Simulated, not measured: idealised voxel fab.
Process module name: voxel released beams
205 nm wide, 5 nm square cells: that's cross-section cut.
Each cross-section below is a grid of square cells, stated as bands in top-down order, with one or more rows of cells making up each band. Each band's line starts with the height of the band's top and of its bottom, in nm. Then come its materials from left to right, each with its width in nm. One material with "all across" fills the band from edge to edge. "air" is empty space. Where do heights start? At 0: under that level the wafer as delivered is made of one material only. And the lowest band has no floor; it just carries on downward, as in "z 0 and below". The two numbers in a width such as "30..40" mark its ends across the band: the first belongs to the top row of cells, the second to the bottom row, and from each row to the next the width moves by the same amount. "nothing was modified" after a step means that no cell of the cross-section changed. Empty spaces counting at least 8 cells and having no open way to the top are listed in "Entrapped voids". The notation width x height at distance is used for each, the distance being from the left edge and all three values in nm. Post-settings text on a step line: simulator's own remark regarding the step. "overlay nm", when on a step's line for a step with a mask, measures how far to the right of its planned place the mask lay; a negative measure means to the left.

Below is the list of planned process steps
step 1: RECEIVE (material Si)
step 2: CONFORMAL_DEP (material Al2O3; thk nm 10)
step 3: DIRECTIONAL_DEP (material SiO2; thk nm 20)
step 4: PATTERN (tone open; mask id ANCHOR; material resist; width nm 35; thk nm 20; overlay nm -15)
step 5: DIRECTIONAL_ETCH (etch materials SiO2; depth nm 20)
step 6: STRIP (etch materials resist)
step 7: CONFORMAL_DEP (material SiN; thk nm 10)
step 8: PATTERN (tone cover; mask id BEAM; material resist; width nm 110; thk nm 15; overlay nm 0)
step 9: DIRECTIONAL_ETCH (etch materials SiN; depth nm 10)
step 10: STRIP (etch materials resist)
step 11: STRIP (etch materials SiO2)
Among the wafers covered here, the point of difference is the overlay nm at step 4; their starting state is shared, and the plan presents the value of the first wafer.

First wafer as received, after step 1
z 0 and below | Si all across
Entrapped voids: none

Gained (+) or lost (-) cells of each material since receipt, then closed voids: one row per wafer, at the end of the module
overlay nm -15 | +82 Al2O3 | +60 SiN | Entrapped voids: none
overlay nm -10 | +82 Al2O3 | +60 SiN | Entrapped voids: none
overlay nm -5 | +82 Al2O3 | +60 SiN | Entrapped voids: none
overlay nm 0 | +82 Al2O3 | +60 SiN | Entrapped voids: none
overlay nm 5 | +82 Al2O3 | +60 SiN | Entrapped voids: none
overlay nm 10 | +82 Al2O3 | +60 SiN | Entrapped voids: none
overlay nm 15 | +82 Al2O3 | +60 SiN | Entrapped voids: none
